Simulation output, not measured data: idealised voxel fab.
Presented below is a process module, voxel self aligned vias.
For reference, the cross-section in this document is cut, with width 190 nm and square cells of 5 nm.
A cross-section is written here as square cells arranged in a grid, and it is given in bands from the top down, each band taking up one or more rows of cells.
Within each band entry, the heights of the top and of the bottom of the band appear first, in that order and in nm; the materials of the band then follow from left to right, each with its corresponding width in nm. The designation "throughout" on a single material indicates that it fills the band from edge to edge; the designation "empty" indicates empty space.
Convention: height 0 is the level below which the wafer, as received, is all one material. The lowest band does not terminate at the bottom but continues downward, represented as "0 nm and below".
A width given as "30..40" starts at the first number in the band's top row and ends at the second number in its bottom row, shifting by an equal amount at every step from row to row.
Where the words "nothing different" appear for a step, the cross-section shows no cell changed by that step; every cell remained as before.
In "Sealed voids" the enclosed voids are listed, meaning empty spaces of 8 cells or larger without any opening to the top. The form is width x height at distance, distance from the left edge, units nm.
That trailing text on a step's line, after the settings, is the simulator's own remark on the step.
"overlay nm", when on a step's line for a step with a mask, measures how far to the right of its planned place the mask lay; a negative measure means to the left.

[Intended process steps]
1) RECEIVE [material Si]
2) CONFORMAL_DEP [material SiO2] [thk nm 10]
3) CONFORMAL_DEP [material SiCN] [thk nm 5]
4) DIRECTIONAL_DEP [material lowk] [thk nm 30]
5) DIRECTIONAL_DEP [material aC] [thk nm 10]
6) PATTERN [tone open] [mask id LINES] [material resist] [width nm 30] [pitch nm 80] [thk nm 25] [overlay nm -15]
7) DIRECTIONAL_ETCH [etch materials aC] [depth nm 10]
8) STRIP [etch materials resist]
9) DIRECTIONAL_ETCH [etch materials lowk] [depth nm 30]
10) STRIP [etch materials aC]
11) CONFORMAL_DEP [material TiN] [thk nm 5]
12) FILL_DEP [material Ru] [thk nm 5]
13) CMP [height nm 45]
14) SELECTIVE_ETCH [etch materials W Ru TiN] [depth nm 10]
15) FILL_DEP [material SiN] [thk nm 5]
16) CMP [height nm 45]
17) DIRECTIONAL_DEP [material lowk] [thk nm 20]
18) DIRECTIONAL_DEP [material aC] [thk nm 10]
19) PATTERN [tone open] [mask id VIAS] [material resist] [width nm 50] [pitch nm 80] [thk nm 25] [overlay nm 0]
20) DIRECTIONAL_ETCH [etch materials aC] [depth nm 10]
21) STRIP [etch materials resist]
22) DIRECTIONAL_ETCH [etch materials lowk] [depth nm 20]
23) DIRECTIONAL_ETCH [etch materials SiN] [depth nm 10]
24) STRIP [etch materials aC]
25) CONFORMAL_DEP [material TiN] [thk nm 5]
26) FILL_DEP [material W] [thk nm 5]
27) CMP [height nm 65]
28) CONFORMAL_DEP [material SiCN] [thk nm 5]
Be aware that, although all wafers share a common starting state, the overlay nm at step 6 differs among them, and the plan displays the first wafer's value.

[Received condition of the first of several wafers, sectioned: post-step 1]
- 0 nm and below | Si throughout
- Sealed voids: none

[Module finished, last step 28 done: cross-section of the first of several wafers]
- 70 nm to 65 nm | SiCN throughout
- 65 nm to 50 nm | lowk 30 nm | TiN 5 nm | W 40 nm | TiN 5 nm | lowk 30 nm | TiN 5 nm | W 40 nm | TiN 5 nm | lowk 30 nm
- 50 nm to 45 nm | lowk 30 nm | TiN 5 nm | W 15 nm | TiN 30 nm | lowk 30 nm | TiN 5 nm | W 15 nm | TiN 30 nm | lowk 30 nm
- 45 nm to 40 nm | lowk 25 nm | SiN 5 nm | TiN 5 nm | W 15 nm | TiN 5 nm | lowk 50 nm | SiN 5 nm | TiN 5 nm | W 15 nm | TiN 5 nm | lowk 55 nm
- 40 nm to 35 nm | lowk 25 nm | SiN 5 nm | TiN 25 nm | lowk 50 nm | SiN 5 nm | TiN 25 nm | lowk 55 nm
- 35 nm to 20 nm | lowk 25 nm | TiN 5 nm | Ru 20 nm | TiN 5 nm | lowk 50 nm | TiN 5 nm | Ru 20 nm | TiN 5 nm | lowk 55 nm
- 20 nm to 15 nm | lowk 25 nm | TiN 30 nm | lowk 50 nm | TiN 30 nm | lowk 55 nm
- 15 nm to 10 nm | SiCN throughout
- 10 nm to 0 nm | SiO2 throughout
- 0 nm and below | Si throughout
- Sealed voids: none

[Showing the last wafer in cross-section at the end of the module]
- 70 nm to 65 nm | SiCN throughout
- 65 nm to 50 nm | lowk 30 nm | TiN 5 nm | W 40 nm | TiN 5 nm | lowk 30 nm | TiN 5 nm | W 40 nm | TiN 5 nm | lowk 30 nm
- 50 nm to 45 nm | lowk 30 nm | TiN 30 nm | W 15 nm | TiN 5 nm | lowk 30 nm | TiN 30 nm | W 15 nm | TiN 5 nm | lowk 30 nm
- 45 nm to 40 nm | lowk 55 nm | TiN 5 nm | W 15 nm | TiN 5 nm | SiN 5 nm | lowk 50 nm | TiN 5 nm | W 15 nm | TiN 5 nm | SiN 5 nm | lowk 25 nm
- 40 nm to 35 nm | lowk 55 nm | TiN 25 nm | SiN 5 nm | lowk 50 nm | TiN 25 nm | SiN 5 nm | lowk 25 nm
- 35 nm to 20 nm | lowk 55 nm | TiN 5 nm | Ru 20 nm | TiN 5 nm | lowk 50 nm | TiN 5 nm | Ru 20 nm | TiN 5 nm | lowk 25 nm
- 20 nm to 15 nm | lowk 55 nm | TiN 30 nm | lowk 50 nm | TiN 30 nm | lowk 25 nm
- 15 nm to 10 nm | SiCN throughout
- 10 nm to 0 nm | SiO2 throughout
- 0 nm and below | Si throughout
- Sealed voids: none

[wafer rows; end of module; cells per material since receipt: (+) gained, (-) lost; then closed voids]
overlay nm -15 | +24 Ru | +76 SiCN | +4 SiN | +76 SiO2 | +64 TiN | +60 W | +228 lowk | Sealed voids: none
overlay nm -10 | +24 Ru | +76 SiCN | +76 SiO2 | +64 TiN | +64 W | +228 lowk | Sealed voids: none
overlay nm -5 | +24 Ru | +76 SiCN | +76 SiO2 | +64 TiN | +64 W | +228 lowk | Sealed voids: none
overlay nm 0 | +24 Ru | +76 SiCN | +76 SiO2 | +64 TiN | +64 W | +228 lowk | Sealed voids: none
overlay nm 5 | +24 Ru | +76 SiCN | +76 SiO2 | +64 TiN | +64 W | +228 lowk | Sealed voids: none
overlay nm 10 | +24 Ru | +76 SiCN | +76 SiO2 | +64 TiN | +64 W | +228 lowk | Sealed voids: none
overlay nm 15 | +24 Ru | +76 SiCN | +4 SiN | +76 SiO2 | +64 TiN | +60 W | +228 lowk | Sealed voids: none
